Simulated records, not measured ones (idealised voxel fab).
process module | voxel double patterning
cross-section cut | 155 nm wide | cells 5 nm
A cross-section is a grid of square cells, given in bands from the top down. A band is one or more rows of cells.
Each band's line starts with the height of the band's top and of its bottom, in nm. Then come its materials from left to right, each with its width in nm. One material with "throughout" fills the band from edge to edge. "air" is empty space.
Height 0 is the level under which the wafer as received is all one material. The lowest band goes on downwards, as in "0 down".
A width such as "30 to 40" changes by the same amount from each row of cells to the next, from the band's top row to its bottom row.
"no change" after a step means that no cell of the cross-section changed.
closed voids: empty space of 8 cells or more with no open way to the top, each as width x height at its distance from the left edge, in nm
after a step's settings: what the simulator itself notes on the step
overlay nm, on a step with a mask: how far to the right of its planned place the mask lay; to the left if negative
plan
1 op RECEIVE | material Si
2 op CONFORMAL_DEP | material SiO2 | thk nm 10
3 op DIRECTIONAL_DEP | material TiN | thk nm 15
4 op DIRECTIONAL_DEP | material SiCN | thk nm 10
5 op DIRECTIONAL_DEP | material aC | thk nm 15
6 op PATTERN | tone open | mask id FIRST | material resist | width nm 15 | pitch nm 50 | thk nm 35 | overlay nm 0
7 op DIRECTIONAL_ETCH | etch materials aC | depth nm 15
8 op STRIP | etch materials resist
9 op DIRECTIONAL_ETCH | etch materials SiCN | depth nm 10
10 op STRIP | etch materials aC
11 op MASKED_ETCH | tone open | mask id SECOND | width nm 15 | pitch nm 50 | etch materials SiCN | depth nm 10 | overlay nm 0
12 op DIRECTIONAL_ETCH | etch materials TiN | depth nm 15
13 op STRIP | etch materials SiCN
as received, after step 1
  0 down: Si throughout
  closed voids: none
a wafer at the end: this start, this plan, one mistake
  40 to 25: TiN 20 | air 15 | TiN 10 | air 15 | TiN 10 | air 15 | TiN 10 | air 15 | TiN 10 | air 15 | TiN 20
  25 to 10: TiN throughout
  10 to 0: SiO2 throughout
  0 down: Si throughout
  closed voids: none
what went wrong: step 3 was run twice
